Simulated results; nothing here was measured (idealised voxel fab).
The name of this process module is voxel wiring stack.
Xsec cut, 175 nm wide, square cell size 5 nm.
This document writes a cross-section as a grid whose cells are square, and gives it as bands, listed from the top down; one or more rows of cells form a band.
First you get the band's top height and its bottom height, in nm, and then the materials it's made of, left to right, with each width in nm. If you see a single material with "full width", that one covers the band edge to edge. "empty" is empty space.
Height is counted from the level 0, under which the received wafer is composed throughout of one material. The lowest of the bands is not closed at the bottom but continues downward, in the notation "top 0, no bottom".
Graded width ("30..40"): value in top row of band = first number; value in bottom row = second number; row-to-row change constant.
Key: "identical to before" - step with no changed cell in the cross-section.
"Sealed internal voids" - sealed voids, min. 8 cells, no opening to top; format: width x height at distance (distance from left edge; nm throughout).
after a step's settings: what the simulator itself notes on the step
"overlay nm" denotes, for a step that has a mask, the displacement of the mask to the right of its planned place, with negative values corresponding to the left.
Quick note on how to read the rest: it's all pairs. You get the cross-section before a process step and the one after, but the after one only goes down as far as the lowest band that changed. The step in between, with its settings, sits under the pair. Heads up, the pairs can come from different runs of this module on the same starting wafer, so don't assume a pair picks up from the one above unless its "Pre-processing view" entry says it does.

### Pre-processing view
* top 0, no bottom = Si full width
* Sealed internal voids: none

### Post-Step Snapshot
* top 15, bottom 0 = SiO2 full width
* Everything under 0 stays put, no change at all.
* Sealed internal voids: none
Between the two cross-sections shown above lies CONFORMAL_DEP, material SiO2, thk nm 15

Pre-processing view: this step begins from the cross-section that the pair just above shows after its step.

### Post-Step Snapshot
* top 20, bottom 15 = TiN full width
* Everything under 15 stays put, no change at all.
* Sealed internal voids: none
Between the two cross-sections shown above lies DIRECTIONAL_DEP, material TiN, thk nm 5

Pre-processing view: this step begins from the cross-section that the pair just above shows after its step.

### Post-Step Snapshot
* top 40, bottom 20 = Ru full width
* Everything under 20 stays put, no change at all.
* Sealed internal voids: none
Between the two cross-sections shown above lies DIRECTIONAL_DEP, material Ru, thk nm 20

Pre-processing view: this step begins from the cross-section that the pair just above shows after its step.

### Post-Step Snapshot
* top 60, bottom 40 = 25 empty  25 resist  25 empty  25 resist  25 empty  25 resist  25 empty
* Everything under 40 stays put, no change at all.
* Sealed internal voids: none
Between the two cross-sections shown above lies PATTERN, tone cover, mask id METAL_1, material resist, width nm 25, pitch nm 50, thk nm 20, overlay nm 0

Pre-processing view: this step begins from the cross-section that the pair just above shows after its step.

### Post-Step Snapshot
* top 60, bottom 40 = 25 empty  25 resist  25 empty  25 resist  25 empty  25 resist  25 empty
* top 40, bottom 20 = 25 empty  25 Ru  25 empty  25 Ru  25 empty  25 Ru  25 empty
* Everything under 20 stays put, no change at all.
* Sealed internal voids: none
Between the two cross-sections shown above lies DIRECTIONAL_ETCH, etch materials Ru, depth nm 20

Pre-processing view: this step begins from the cross-section that the pair just above shows after its step.

### Post-Step Snapshot
* top 60, bottom 40 = 25 empty  25 resist  25 empty  25 resist  25 empty  25 resist  25 empty
* top 40, bottom 20 = 25 empty  25 Ru  25 empty  25 Ru  25 empty  25 Ru  25 empty
* top 20, bottom 15 = 25 empty  25 TiN  25 empty  25 TiN  25 empty  25 TiN  25 empty
* Everything under 15 stays put, no change at all.
* Sealed internal voids: none
Between the two cross-sections shown above lies DIRECTIONAL_ETCH, etch materials TiN, depth nm 5

Pre-processing view: this step begins from the cross-section that the pair just above shows after its step.

### Post-Step Snapshot
* top 40, bottom 20 = 25 empty  25 Ru  25 empty  25 Ru  25 empty  25 Ru  25 empty
* Everything under 20 stays put, no change at all.
* Sealed internal voids: none
Between the two cross-sections shown above lies STRIP, etch materials resist

Pre-processing view: this step begins from the cross-section that the pair just above shows after its step.

### Post-Step Snapshot
* top 45, bottom 40 = 20 empty  35 SiN  15 empty  35 SiN  15 empty  35 SiN  20 empty
* top 40, bottom 20 = 20 empty  5 SiN  25 Ru  5 SiN  15 empty  5 SiN  25 Ru  5 SiN  15 empty  5 SiN  25 Ru  5 SiN  20 empty
* top 20, bottom 15 = 25 SiN  25 TiN  25 SiN  25 TiN  25 SiN  25 TiN  25 SiN
* Everything under 15 stays put, no change at all.
* Sealed internal voids: none
Between the two cross-sections shown above lies CONFORMAL_DEP, material SiN, thk nm 5

Pre-processing view: this step begins from the cross-section that the pair just above shows after its step.

### Post-Step Snapshot
* top 55, bottom 45 = lowk full width
* top 45, bottom 40 = 20 lowk  35 SiN  15 lowk  35 SiN  15 lowk  35 SiN  20 lowk
* top 40, bottom 20 = 20 lowk  5 SiN  25 Ru  5 SiN  15 lowk  5 SiN  25 Ru  5 SiN  15 lowk  5 SiN  25 Ru  5 SiN  20 lowk
* Everything under 20 stays put, no change at all.
* Sealed internal voids: none
Between the two cross-sections shown above lies FILL_DEP, material lowk, thk nm 10

Pre-processing view: this step begins from the cross-section that the pair just above shows after its step.

### Post-Step Snapshot
* top 40, bottom 20 = 20 lowk  5 SiN  25 Ru  5 SiN  15 lowk  5 SiN  25 Ru  5 SiN  15 lowk  5 SiN  25 Ru  5 SiN  20 lowk
* Everything under 20 stays put, no change at all.
* Sealed internal voids: none
Between the two cross-sections shown above lies CMP, height nm 40

Pre-processing view: this step begins from the cross-section that the pair just above shows after its step.

### Post-Step Snapshot
* top 45, bottom 40 = SiCN full width
* Everything under 40 stays put, no change at all.
* Sealed internal voids: none
Between the two cross-sections shown above lies CONFORMAL_DEP, material SiCN, thk nm 5

Pre-processing view: this step begins from the cross-section that the pair just above shows after its step.

### Post-Step Snapshot
* top 75, bottom 45 = lowk full width
* Everything under 45 stays put, no change at all.
* Sealed internal voids: none
Between the two cross-sections shown above lies DIRECTIONAL_DEP, material lowk, thk nm 30

Pre-processing view: this step begins from the cross-section that the pair just above shows after its step.

### Post-Step Snapshot
* top 90, bottom 75 = 25 resist  25 empty  25 resist  25 empty  25 resist  25 empty  25 resist
* Everything under 75 stays put, no change at all.
* Sealed internal voids: none
Between the two cross-sections shown above lies PATTERN, tone open, mask id METAL_2, material resist, width nm 25, pitch nm 50, thk nm 15, overlay nm 0

Pre-processing view: this step begins from the cross-section that the pair just above shows after its step.

### Post-Step Snapshot
* top 90, bottom 75 = 25 resist  25 empty  25 resist  25 empty  25 resist  25 empty  25 resist
* top 75, bottom 60 = 25 lowk  25 empty  25 lowk  25 empty  25 lowk  25 empty  25 lowk
* Everything under 60 stays put, no change at all.
* Sealed internal voids: none
Between the two cross-sections shown above lies DIRECTIONAL_ETCH, etch materials lowk, depth nm 15

Pre-processing view: this step begins from the cross-section that the pair just above shows after its step.

### Post-Step Snapshot
* top 75, bottom 60 = 25 lowk  25 empty  25 lowk  25 empty  25 lowk  25 empty  25 lowk
* Everything under 60 stays put, no change at all.
* Sealed internal voids: none
Between the two cross-sections shown above lies STRIP, etch materials resist

Pre-processing view: this step begins from the cross-section that the pair just above shows after its step.

### Post-Step Snapshot
* top 90, bottom 75 = 25 aC  25 empty  25 aC  25 empty  25 aC  25 empty  25 aC
* top 75, bottom 60 = 25 lowk  25 aC  25 lowk  25 aC  25 lowk  25 aC  25 lowk
* Everything under 60 stays put, no change at all.
* Sealed internal voids: none
Between the two cross-sections shown above lies DIRECTIONAL_DEP, material aC, thk nm 15

Pre-processing view: this step begins from the cross-section that the pair just above shows after its step.

### Post-Step Snapshot
* top 125, bottom 90 = 25 resist  15 empty  35 resist  15 empty  35 resist  15 empty  35 resist
* top 90, bottom 75 = 25 aC  15 empty  10 resist  25 aC  15 empty  10 resist  25 aC  15 empty  10 resist  25 aC
* Everything under 75 stays put, no change at all.
* Sealed internal voids: none
Between the two cross-sections shown above lies PATTERN, tone open, mask id METAL_2_HOLES, material resist, width nm 15, pitch nm 50, thk nm 35, overlay nm 0

Pre-processing view: this step begins from the cross-section that the pair just above shows after its step.

### Post-Step Snapshot
* top 110, bottom 90 = 25 resist  15 empty  35 resist  15 empty  35 resist  15 empty  35 resist
* top 90, bottom 75 = 25 aC  15 empty  10 resist  25 aC  15 empty  10 resist  25 aC  15 empty  10 resist  25 aC
* top 75, bottom 60 = 25 lowk  15 empty  10 aC  25 lowk  15 empty  10 aC  25 lowk  15 empty  10 aC  25 lowk
* Everything under 60 stays put, no change at all.
* Sealed internal voids: none
Between the two cross-sections shown above lies DIRECTIONAL_ETCH, etch materials aC, depth nm 15

Pre-processing view: this step begins from the cross-section that the pair just above shows after its step.

### Post-Step Snapshot
* top 90, bottom 75 = 25 aC  25 empty  25 aC  25 empty  25 aC  25 empty  25 aC
* Everything under 75 stays put, no change at all.
* Sealed internal voids: none
Between the two cross-sections shown above lies STRIP, etch materials resist

Pre-processing view: this step begins from the cross-section that the pair just above shows after its step.

### Post-Step Snapshot
* top 90, bottom 75 = 25 aC  25 empty  25 aC  25 empty  25 aC  25 empty  25 aC
* top 75, bottom 60 = 25 lowk  15 empty  10 aC  25 lowk  15 empty  10 aC  25 lowk  15 empty  10 aC  25 lowk
* top 60, bottom 45 = 25 lowk  15 empty  35 lowk  15 empty  35 lowk  15 empty  35 lowk
* Everything under 45 stays put, no change at all.
* Sealed internal voids: none
Between the two cross-sections shown above lies DIRECTIONAL_ETCH, etch materials lowk, depth nm 15

Pre-processing view: this step begins from the cross-section that the pair just above shows after its step.

### Post-Step Snapshot
* top 90, bottom 75 = 25 aC  25 empty  25 aC  25 empty  25 aC  25 empty  25 aC
* top 75, bottom 60 = 25 lowk  15 empty  10 aC  25 lowk  15 empty  10 aC  25 lowk  15 empty  10 aC  25 lowk
* top 60, bottom 45 = 25 lowk  15 empty  35 lowk  15 empty  35 lowk  15 empty  35 lowk
* top 45, bottom 40 = 25 SiCN  15 empty  35 SiCN  15 empty  35 SiCN  15 empty  35 SiCN
* Everything under 40 stays put, no change at all.
* Sealed internal voids: none
Between the two cross-sections shown above lies DIRECTIONAL_ETCH, etch materials SiCN, depth nm 5

Pre-processing view: this step begins from the cross-section that the pair just above shows after its step.

### Post-Step Snapshot
* top 75, bottom 60 = 25 lowk  25 empty  25 lowk  25 empty  25 lowk  25 empty  25 lowk
* Everything under 60 stays put, no change at all.
* Sealed internal voids: none
Between the two cross-sections shown above lies STRIP, etch materials aC

Pre-processing view: this step begins from the cross-section that the pair just above shows after its step.

### Post-Step Snapshot
* top 80, bottom 75 = 30 TiN  15 empty  35 TiN  15 empty  35 TiN  15 empty  30 TiN
* top 75, bottom 65 = 25 lowk  5 TiN  15 empty  5 TiN  25 lowk  5 TiN  15 empty  5 TiN  25 lowk  5 TiN  15 empty  5 TiN  25 lowk
* top 65, bottom 60 = 25 lowk  5 TiN  5 empty  15 TiN  25 lowk  5 TiN  5 empty  15 TiN  25 lowk  5 TiN  5 empty  15 TiN  25 lowk
* top 60, bottom 45 = 25 lowk  5 TiN  5 empty  5 TiN  35 lowk  5 TiN  5 empty  5 TiN  35 lowk  5 TiN  5 empty  5 TiN  35 lowk
* top 45, bottom 40 = 25 SiCN  15 TiN  35 SiCN  15 TiN  35 SiCN  15 TiN  35 SiCN
* Everything under 40 stays put, no change at all.
* Sealed internal voids: none
Between the two cross-sections shown above lies CONFORMAL_DEP, material TiN, thk nm 5

Pre-processing view: this step begins from the cross-section that the pair just above shows after its step.

### Post-Step Snapshot
* top 85, bottom 80 = Cu full width
* top 80, bottom 75 = 30 TiN  15 Cu  35 TiN  15 Cu  35 TiN  15 Cu  30 TiN
* top 75, bottom 65 = 25 lowk  5 TiN  15 Cu  5 TiN  25 lowk  5 TiN  15 Cu  5 TiN  25 lowk  5 TiN  15 Cu  5 TiN  25 lowk
* top 65, bottom 60 = 25 lowk  5 TiN  5 Cu  15 TiN  25 lowk  5 TiN  5 Cu  15 TiN  25 lowk  5 TiN  5 Cu  15 TiN  25 lowk
* top 60, bottom 45 = 25 lowk  5 TiN  5 Cu  5 TiN  35 lowk  5 TiN  5 Cu  5 TiN  35 lowk  5 TiN  5 Cu  5 TiN  35 lowk
* Everything under 45 stays put, no change at all.
* Sealed internal voids: none
Between the two cross-sections shown above lies FILL_DEP, material Cu, thk nm 5

Pre-processing view: this step begins from the cross-section that the pair just above shows after its step.

### Post-Step Snapshot
* top 75, bottom 65 = 25 lowk  5 TiN  15 Cu  5 TiN  25 lowk  5 TiN  15 Cu  5 TiN  25 lowk  5 TiN  15 Cu  5 TiN  25 lowk
* Everything under 65 stays put, no change at all.
* Sealed internal voids: none
Between the two cross-sections shown above lies CMP, height nm 75

Pre-processing view: this step begins from the cross-section that the pair just above shows after its step.

### Post-Step Snapshot
* top 80, bottom 75 = SiCN full width
* Everything under 75 stays put, no change at all.
* Sealed internal voids: none
Between the two cross-sections shown above lies CONFORMAL_DEP, material SiCN, thk nm 5

### Pre-processing view
* top 55, bottom 45 = lowk full width
* top 45, bottom 40 = 20 lowk  35 SiN  15 lowk  35 SiN  15 lowk  35 SiN  20 lowk
* top 40, bottom 20 = 20 lowk  5 SiN  25 Ru  5 SiN  15 lowk  5 SiN  25 Ru  5 SiN  15 lowk  5 SiN  25 Ru  5 SiN  20 lowk
* top 20, bottom 15 = 25 SiN  25 TiN  25 SiN  25 TiN  25 SiN  25 TiN  25 SiN
* top 15, bottom 0 = SiO2 full width
* top 0, no bottom = Si full width
* Sealed internal voids: none

### Post-Step Snapshot
* top 60, bottom 55 = SiCN full width
* Everything under 55 stays put, no change at all.
* Sealed internal voids: none
Between the two cross-sections shown above lies CONFORMAL_DEP, material SiCN, thk nm 5

Pre-processing view: this step begins from the cross-section that the pair just above shows after its step.

### Post-Step Snapshot
* top 90, bottom 60 = lowk full width
* Everything under 60 stays put, no change at all.
* Sealed internal voids: none
Between the two cross-sections shown above lies DIRECTIONAL_DEP, material lowk, thk nm 30

Pre-processing view: this step begins from the cross-section that the pair just above shows after its step.

### Post-Step Snapshot
* top 105, bottom 90 = 25 resist  25 empty  25 resist  25 empty  25 resist  25 empty  25 resist
* Everything under 90 stays put, no change at all.
* Sealed internal voids: none
Between the two cross-sections shown above lies PATTERN, tone open, mask id METAL_2, material resist, width nm 25, pitch nm 50, thk nm 15, overlay nm 0

Pre-processing view: this step begins from the cross-section that the pair just above shows after its step.

### Post-Step Snapshot
* top 105, bottom 90 = 25 resist  25 empty  25 resist  25 empty  25 resist  25 empty  25 resist
* top 90, bottom 75 = 25 lowk  25 empty  25 lowk  25 empty  25 lowk  25 empty  25 lowk
* Everything under 75 stays put, no change at all.
* Sealed internal voids: none
Between the two cross-sections shown above lies DIRECTIONAL_ETCH, etch materials lowk, depth nm 15

Pre-processing view: this step begins from the cross-section that the pair just above shows after its step.

### Post-Step Snapshot
* top 90, bottom 75 = 25 lowk  25 empty  25 lowk  25 empty  25 lowk  25 empty  25 lowk
* Everything under 75 stays put, no change at all.
* Sealed internal voids: none
Between the two cross-sections shown above lies STRIP, etch materials resist

Pre-processing view: this step begins from the cross-section that the pair just above shows after its step.

### Post-Step Snapshot
* top 105, bottom 90 = 25 aC  25 empty  25 aC  25 empty  25 aC  25 empty  25 aC
* top 90, bottom 75 = 25 lowk  25 aC  25 lowk  25 aC  25 lowk  25 aC  25 lowk
* Everything under 75 stays put, no change at all.
* Sealed internal voids: none
Between the two cross-sections shown above lies DIRECTIONAL_DEP, material aC, thk nm 15

Pre-processing view: this step begins from the cross-section that the pair just above shows after its step.

### Post-Step Snapshot
* top 140, bottom 105 = 25 resist  15 empty  35 resist  15 empty  35 resist  15 empty  35 resist
* top 105, bottom 90 = 25 aC  15 empty  10 resist  25 aC  15 empty  10 resist  25 aC  15 empty  10 resist  25 aC
* Everything under 90 stays put, no change at all.
* Sealed internal voids: none
Between the two cross-sections shown above lies PATTERN, tone open, mask id METAL_2_HOLES, material resist, width nm 15, pitch nm 50, thk nm 35, overlay nm 0

Pre-processing view: this step begins from the cross-section that the pair just above shows after its step.

### Post-Step Snapshot
* top 125, bottom 105 = 25 resist  15 empty  35 resist  15 empty  35 resist  15 empty  35 resist
* top 105, bottom 90 = 25 aC  15 empty  10 resist  25 aC  15 empty  10 resist  25 aC  15 empty  10 resist  25 aC
* top 90, bottom 75 = 25 lowk  15 empty  10 aC  25 lowk  15 empty  10 aC  25 lowk  15 empty  10 aC  25 lowk
* Everything under 75 stays put, no change at all.
* Sealed internal voids: none
Between the two cross-sections shown above lies DIRECTIONAL_ETCH, etch materials aC, depth nm 15

Pre-processing view: this step begins from the cross-section that the pair just above shows after its step.

### Post-Step Snapshot
* top 105, bottom 90 = 25 aC  25 empty  25 aC  25 empty  25 aC  25 empty  25 aC
* Everything under 90 stays put, no change at all.
* Sealed internal voids: none
Between the two cross-sections shown above lies STRIP, etch materials resist

Pre-processing view: this step begins from the cross-section that the pair just above shows after its step.

### Post-Step Snapshot
* top 105, bottom 90 = 25 aC  25 empty  25 aC  25 empty  25 aC  25 empty  25 aC
* top 90, bottom 75 = 25 lowk  15 empty  10 aC  25 lowk  15 empty  10 aC  25 lowk  15 empty  10 aC  25 lowk
* top 75, bottom 60 = 25 lowk  15 empty  35 lowk  15 empty  35 lowk  15 empty  35 lowk
* Everything under 60 stays put, no change at all.
* Sealed internal voids: none
Between the two cross-sections shown above lies DIRECTIONAL_ETCH, etch materials lowk, depth nm 15

Pre-processing view: this step begins from the cross-section that the pair just above shows after its step.

### Post-Step Snapshot
* top 105, bottom 90 = 25 aC  25 empty  25 aC  25 empty  25 aC  25 empty  25 aC
* top 90, bottom 75 = 25 lowk  15 empty  10 aC  25 lowk  15 empty  10 aC  25 lowk  15 empty  10 aC  25 lowk
* top 75, bottom 60 = 25 lowk  15 empty  35 lowk  15 empty  35 lowk  15 empty  35 lowk
* top 60, bottom 55 = 25 SiCN  15 empty  35 SiCN  15 empty  35 SiCN  15 empty  35 SiCN
* Everything under 55 stays put, no change at all.
* Sealed internal voids: none
Between the two cross-sections shown above lies DIRECTIONAL_ETCH, etch materials SiCN, depth nm 5

Pre-processing view: this step begins from the cross-section that the pair just above shows after its step.

### Post-Step Snapshot
* top 90, bottom 75 = 25 lowk  25 empty  25 lowk  25 empty  25 lowk  25 empty  25 lowk
* Everything under 75 stays put, no change at all.
* Sealed internal voids: none
Between the two cross-sections shown above lies STRIP, etch materials aC

Pre-processing view: this step begins from the cross-section that the pair just above shows after its step.

### Post-Step Snapshot
* top 95, bottom 90 = 30 TiN  15 empty  35 TiN  15 empty  35 TiN  15 empty  30 TiN
* top 90, bottom 80 = 25 lowk  5 TiN  15 empty  5 TiN  25 lowk  5 TiN  15 empty  5 TiN  25 lowk  5 TiN  15 empty  5 TiN  25 lowk
* top 80, bottom 75 = 25 lowk  5 TiN  5 empty  15 TiN  25 lowk  5 TiN  5 empty  15 TiN  25 lowk  5 TiN  5 empty  15 TiN  25 lowk
* top 75, bottom 60 = 25 lowk  5 TiN  5 empty  5 TiN  35 lowk  5 TiN  5 empty  5 TiN  35 lowk  5 TiN  5 empty  5 TiN  35 lowk
* top 60, bottom 55 = 25 SiCN  15 TiN  35 SiCN  15 TiN  35 SiCN  15 TiN  35 SiCN
* Everything under 55 stays put, no change at all.
* Sealed internal voids: none
Between the two cross-sections shown above lies CONFORMAL_DEP, material TiN, thk nm 5

Pre-processing view: this step begins from the cross-section that the pair just above shows after its step.

### Post-Step Snapshot
* top 100, bottom 95 = Cu full width
* top 95, bottom 90 = 30 TiN  15 Cu  35 TiN  15 Cu  35 TiN  15 Cu  30 TiN
* top 90, bottom 80 = 25 lowk  5 TiN  15 Cu  5 TiN  25 lowk  5 TiN  15 Cu  5 TiN  25 lowk  5 TiN  15 Cu  5 TiN  25 lowk
* top 80, bottom 75 = 25 lowk  5 TiN  5 Cu  15 TiN  25 lowk  5 TiN  5 Cu  15 TiN  25 lowk  5 TiN  5 Cu  15 TiN  25 lowk
* top 75, bottom 60 = 25 lowk  5 TiN  5 Cu  5 TiN  35 lowk  5 TiN  5 Cu  5 TiN  35 lowk  5 TiN  5 Cu  5 TiN  35 lowk
* Everything under 60 stays put, no change at all.
* Sealed internal voids: none
Between the two cross-sections shown above lies FILL_DEP, material Cu, thk nm 5

Pre-processing view: this step begins from the cross-section that the pair just above shows after its step.

### Post-Step Snapshot
* top 75, bottom 60 = 25 lowk  5 TiN  5 Cu  5 TiN  35 lowk  5 TiN  5 Cu  5 TiN  35 lowk  5 TiN  5 Cu  5 TiN  35 lowk
* Everything under 60 stays put, no change at all.
* Sealed internal voids: none
Between the two cross-sections shown above lies CMP, height nm 75

Pre-processing view: this step begins from the cross-section that the pair just above shows after its step.

### Post-Step Snapshot
* top 80, bottom 75 = SiCN full width
* Everything under 75 stays put, no change at all.
* Sealed internal voids: none
Between the two cross-sections shown above lies CONFORMAL_DEP, material SiCN, thk nm 5

### Pre-processing view
* top 75, bottom 45 = lowk full width
* top 45, bottom 40 = SiCN full width
* top 40, bottom 20 = 20 lowk  5 SiN  25 Ru  5 SiN  15 lowk  5 SiN  25 Ru  5 SiN  15 lowk  5 SiN  25 Ru  5 SiN  20 lowk
* top 20, bottom 15 = 25 SiN  25 TiN  25 SiN  25 TiN  25 SiN  25 TiN  25 SiN
* top 15, bottom 0 = SiO2 full width
* top 0, no bottom = Si full width
* Sealed internal voids: none

### Post-Step Snapshot
* top 105, bottom 45 = lowk full width
* Everything under 45 stays put, no change at all.
* Sealed internal voids: none
Between the two cross-sections shown above lies DIRECTIONAL_DEP, material lowk, thk nm 30

Pre-processing view: this step begins from the cross-section that the pair just above shows after its step.

### Post-Step Snapshot
* top 120, bottom 105 = 25 resist  25 empty  25 resist  25 empty  25 resist  25 empty  25 resist
* Everything under 105 stays put, no change at all.
* Sealed internal voids: none
Between the two cross-sections shown above lies PATTERN, tone open, mask id METAL_2, material resist, width nm 25, pitch nm 50, thk nm 15, overlay nm 0

Pre-processing view: this step begins from the cross-section that the pair just above shows after its step.

### Post-Step Snapshot
* top 120, bottom 105 = 25 resist  25 empty  25 resist  25 empty  25 resist  25 empty  25 resist
* top 105, bottom 90 = 25 lowk  25 empty  25 lowk  25 empty  25 lowk  25 empty  25 lowk
* Everything under 90 stays put, no change at all.
* Sealed internal voids: none
Between the two cross-sections shown above lies DIRECTIONAL_ETCH, etch materials lowk, depth nm 15

Pre-processing view: this step begins from the cross-section that the pair just above shows after its step.

### Post-Step Snapshot
* top 105, bottom 90 = 25 lowk  25 empty  25 lowk  25 empty  25 lowk  25 empty  25 lowk
* Everything under 90 stays put, no change at all.
* Sealed internal voids: none
Between the two cross-sections shown above lies STRIP, etch materials resist

Pre-processing view: this step begins from the cross-section that the pair just above shows after its step.

### Post-Step Snapshot
* top 120, bottom 105 = 25 aC  25 empty  25 aC  25 empty  25 aC  25 empty  25 aC
* top 105, bottom 90 = 25 lowk  25 aC  25 lowk  25 aC  25 lowk  25 aC  25 lowk
* Everything under 90 stays put, no change at all.
* Sealed internal voids: none
Between the two cross-sections shown above lies DIRECTIONAL_DEP, material aC, thk nm 15

Pre-processing view: this step begins from the cross-section that the pair just above shows after its step.

### Post-Step Snapshot
* top 155, bottom 120 = 25 resist  15 empty  35 resist  15 empty  35 resist  15 empty  35 resist
* top 120, bottom 105 = 25 aC  15 empty  10 resist  25 aC  15 empty  10 resist  25 aC  15 empty  10 resist  25 aC
* Everything under 105 stays put, no change at all.
* Sealed internal voids: none
Between the two cross-sections shown above lies PATTERN, tone open, mask id METAL_2_HOLES, material resist, width nm 15, pitch nm 50, thk nm 35, overlay nm 0

Pre-processing view: this step begins from the cross-section that the pair just above shows after its step.

### Post-Step Snapshot
* top 140, bottom 120 = 25 resist  15 empty  35 resist  15 empty  35 resist  15 empty  35 resist
* top 120, bottom 105 = 25 aC  15 empty  10 resist  25 aC  15 empty  10 resist  25 aC  15 empty  10 resist  25 aC
* top 105, bottom 90 = 25 lowk  15 empty  10 aC  25 lowk  15 empty  10 aC  25 lowk  15 empty  10 aC  25 lowk
* Everything under 90 stays put, no change at all.
* Sealed internal voids: none
Between the two cross-sections shown above lies DIRECTIONAL_ETCH, etch materials aC, depth nm 15

Pre-processing view: this step begins from the cross-section that the pair just above shows after its step.

### Post-Step Snapshot
* top 120, bottom 105 = 25 aC  25 empty  25 aC  25 empty  25 aC  25 empty  25 aC
* Everything under 105 stays put, no change at all.
* Sealed internal voids: none
Between the two cross-sections shown above lies STRIP, etch materials resist

Pre-processing view: this step begins from the cross-section that the pair just above shows after its step.

### Post-Step Snapshot
* top 120, bottom 105 = 25 aC  25 empty  25 aC  25 empty  25 aC  25 empty  25 aC
* top 105, bottom 90 = 25 lowk  15 empty  10 aC  25 lowk  15 empty  10 aC  25 lowk  15 empty  10 aC  25 lowk
* top 90, bottom 75 = 25 lowk  15 empty  35 lowk  15 empty  35 lowk  15 empty  35 lowk
* Everything under 75 stays put, no change at all.
* Sealed internal voids: none
Between the two cross-sections shown above lies DIRECTIONAL_ETCH, etch materials lowk, depth nm 15

Pre-processing view: this step begins from the cross-section that the pair just above shows after its step.

### Post-Step Snapshot
* top 105, bottom 90 = 25 lowk  25 empty  25 lowk  25 empty  25 lowk  25 empty  25 lowk
* Everything under 90 stays put, no change at all.
* Sealed internal voids: none
Between the two cross-sections shown above lies STRIP, etch materials aC

Pre-processing view: this step begins from the cross-section that the pair just above shows after its step.

### Post-Step Snapshot
* top 110, bottom 105 = 30 TiN  15 empty  35 TiN  15 empty  35 TiN  15 empty  30 TiN
* top 105, bottom 95 = 25 lowk  5 TiN  15 empty  5 TiN  25 lowk  5 TiN  15 empty  5 TiN  25 lowk  5 TiN  15 empty  5 TiN  25 lowk
* top 95, bottom 90 = 25 lowk  5 TiN  5 empty  15 TiN  25 lowk  5 TiN  5 empty  15 TiN  25 lowk  5 TiN  5 empty  15 TiN  25 lowk
* top 90, bottom 80 = 25 lowk  5 TiN  5 empty  5 TiN  35 lowk  5 TiN  5 empty  5 TiN  35 lowk  5 TiN  5 empty  5 TiN  35 lowk
* top 80, bottom 75 = 25 lowk  15 TiN  35 lowk  15 TiN  35 lowk  15 TiN  35 lowk
* Everything under 75 stays put, no change at all.
* Sealed internal voids: none
Between the two cross-sections shown above lies CONFORMAL_DEP, material TiN, thk nm 5

Pre-processing view: this step begins from the cross-section that the pair just above shows after its step.

### Post-Step Snapshot
* top 115, bottom 110 = Cu full width
* top 110, bottom 105 = 30 TiN  15 Cu  35 TiN  15 Cu  35 TiN  15 Cu  30 TiN
* top 105, bottom 95 = 25 lowk  5 TiN  15 Cu  5 TiN  25 lowk  5 TiN  15 Cu  5 TiN  25 lowk  5 TiN  15 Cu  5 TiN  25 lowk
* top 95, bottom 90 = 25 lowk  5 TiN  5 Cu  15 TiN  25 lowk  5 TiN  5 Cu  15 TiN  25 lowk  5 TiN  5 Cu  15 TiN  25 lowk
* top 90, bottom 80 = 25 lowk  5 TiN  5 Cu  5 TiN  35 lowk  5 TiN  5 Cu  5 TiN  35 lowk  5 TiN  5 Cu  5 TiN  35 lowk
* Everything under 80 stays put, no change at all.
* Sealed internal voids: none
Between the two cross-sections shown above lies FILL_DEP, material Cu, thk nm 5

Pre-processing view: this step begins from the cross-section that the pair just above shows after its step.

### Post-Step Snapshot
* top 75, bottom 45 = lowk full width
* Everything under 45 stays put, no change at all.
* Sealed internal voids: none
Between the two cross-sections shown above lies CMP, height nm 75

Pre-processing view: this step begins from the cross-section that the pair just above shows after its step.

### Post-Step Snapshot
* top 80, bottom 75 = SiCN full width
* Everything under 75 stays put, no change at all.
* Sealed internal voids: none
Between the two cross-sections shown above lies CONFORMAL_DEP, material SiCN, thk nm 5

### Pre-processing view
* top 0, no bottom = Si full width
* Sealed internal voids: none

### Post-Step Snapshot
* top 5, bottom 0 = TiN full width
* Everything under 0 stays put, no change at all.
* Sealed internal voids: none
Between the two cross-sections shown above lies DIRECTIONAL_DEP, material TiN, thk nm 5

Pre-processing view: this step begins from the cross-section that the pair just above shows after its step.

### Post-Step Snapshot
* top 20, bottom 5 = SiO2 full width
* Everything under 5 stays put, no change at all.
* Sealed internal voids: none
Between the two cross-sections shown above lies CONFORMAL_DEP, material SiO2, thk nm 15

Pre-processing view: this step begins from the cross-section that the pair just above shows after its step.

### Post-Step Snapshot
* top 40, bottom 20 = Ru full width
* Everything under 20 stays put, no change at all.
* Sealed internal voids: none
Between the two cross-sections shown above lies DIRECTIONAL_DEP, material Ru, thk nm 20

Pre-processing view: this step begins from the cross-section that the pair just above shows after its step.

### Post-Step Snapshot
* top 60, bottom 40 = 25 empty  25 resist  25 empty  25 resist  25 empty  25 resist  25 empty
* Everything under 40 stays put, no change at all.
* Sealed internal voids: none
Between the two cross-sections shown above lies PATTERN, tone cover, mask id METAL_1, material resist, width nm 25, pitch nm 50, thk nm 20, overlay nm 0

Pre-processing view: this step begins from the cross-section that the pair just above shows after its step.

### Post-Step Snapshot
* top 60, bottom 40 = 25 empty  25 resist  25 empty  25 resist  25 empty  25 resist  25 empty
* top 40, bottom 20 = 25 empty  25 Ru  25 empty  25 Ru  25 empty  25 Ru  25 empty
* Everything under 20 stays put, no change at all.
* Sealed internal voids: none
Between the two cross-sections shown above lies DIRECTIONAL_ETCH, etch materials Ru, depth nm 20

Pre-processing view: this step begins from the cross-section that the pair just above shows after its step.

### Post-Step Snapshot
* top 40, bottom 20 = 25 empty  25 Ru  25 empty  25 Ru  25 empty  25 Ru  25 empty
* Everything under 20 stays put, no change at all.
* Sealed internal voids: none
Between the two cross-sections shown above lies STRIP, etch materials resist

Pre-processing view: this step begins from the cross-section that the pair just above shows after its step.

### Post-Step Snapshot
* top 45, bottom 40 = 20 empty  35 SiN  15 empty  35 SiN  15 empty  35 SiN  20 empty
* top 40, bottom 25 = 20 empty  5 SiN  25 Ru  5 SiN  15 empty  5 SiN  25 Ru  5 SiN  15 empty  5 SiN  25 Ru  5 SiN  20 empty
* top 25, bottom 20 = 25 SiN  25 Ru  25 SiN  25 Ru  25 SiN  25 Ru  25 SiN
* Everything under 20 stays put, no change at all.
* Sealed internal voids: none
Between the two cross-sections shown above lies CONFORMAL_DEP, material SiN, thk nm 5
